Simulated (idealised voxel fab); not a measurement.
Process module heading - voxel ribs on slabs
Shown is cross-section cut, with a width of 240 nm and square cells of size 5 nm.
Format of a cross-section: grid, square cells. Given as bands. Order: top down. Band: one or more rows of cells. A band entry consists of two parts. The first gives the height of the band's top and the height of its bottom, in nm. The rest lists the band's materials from left to right, each with its width in nm. A single material labelled with the word "all across" fills the band from edge to edge, and the word "air" marks empty space. Where do heights start? At 0: under that level the wafer as delivered is made of one material only. And the lowest band has no floor; it just carries on downward, as in "top 0, no bottom". Think of "30..40" as a width that walks from the first number to the second as you go down the band, top row to bottom row, taking equal-sized steps from row to row. A step reported as "no change occurred" is a step in which no cell of the cross-section changed. Entry "Enclosed void inventory". Content: empty spaces with no open connection to the top, size 8 cells or greater. Each: width x height at distance. Distance: from left edge. Unit: nm. That trailing text on a step's line, after the settings, is the simulator's own remark on the step. Among the settings permitted on a step's line is "overlay nm"; applied to a step with a mask, it specifies the extent to which the mask lay to the right of its planned position, whereas a negative figure signifies a position to the left.

Set out below are the planned steps of the process
step 1: op RECEIVE | material Si
step 2: op DIRECTIONAL_DEP | material SiO2 | thk nm 30
step 3: op DIRECTIONAL_DEP | material SiN | thk nm 20
step 4: op MASKED_ETCH | tone cover | mask id RIB | width nm 30 | etch materials SiN | depth nm 10 | overlay nm 0
step 5: op PATTERN | tone cover | mask id SLAB | material resist | width nm 70 | thk nm 15 | overlay nm 0
step 6: op DIRECTIONAL_ETCH | etch materials SiN | depth nm 10
step 7: op STRIP | etch materials resist
step 8: op FILL_DEP | material SiO2 | thk nm 25
step 9: op CMP | height nm 65
step 10: op DIRECTIONAL_DEP | material TiN | thk nm 5
step 11: op MASKED_ETCH | tone cover | mask id HEATER | width nm 40 | etch materials TiN | depth nm 5 | overlay nm 0
step 12: op CONFORMAL_DEP | material SiN | thk nm 10

Cross-section, incoming material, after step 1
	top 0, no bottom  Si all across
	Enclosed void inventory: none

End-of-module XS, first of two wafers, run as planned
	top 80, bottom 75  90 air | 60 SiN | 90 air
	top 75, bottom 70  SiN all across
	top 70, bottom 65  100 SiN | 40 TiN | 100 SiN
	top 65, bottom 50  SiO2 all across
	top 50, bottom 40  105 SiO2 | 30 SiN | 105 SiO2
	top 40, bottom 30  85 SiO2 | 70 SiN | 85 SiO2
	top 30, bottom 0  SiO2 all across
	top 0, no bottom  Si all across
	Enclosed void inventory: none

Same start, same plan as the first wafer - but one mistake in the run. Cross-section of the second of the two at the end of the module
	top 80, bottom 75  90 air | 60 SiN | 90 air
	top 75, bottom 70  SiN all across
	top 70, bottom 65  100 SiN | 40 TiN | 100 SiN
	top 65, bottom 50  SiO2 all across
	top 50, bottom 40  110 SiO2 | 30 SiN | 100 SiO2
	top 40, bottom 30  85 SiO2 | 70 SiN | 85 SiO2
	top 30, bottom 0  SiO2 all across
	top 0, no bottom  Si all across
	Enclosed void inventory: none
Want to know what went wrong? step 4 did not happen as planned, as run it was op MASKED_ETCH | tone cover | mask id RIB | width nm 30 | etch materials SiN | depth nm 10 | overlay nm 5
At the end, the second wafer has the same number of cells of each material as the first, but those cells sit in other places.
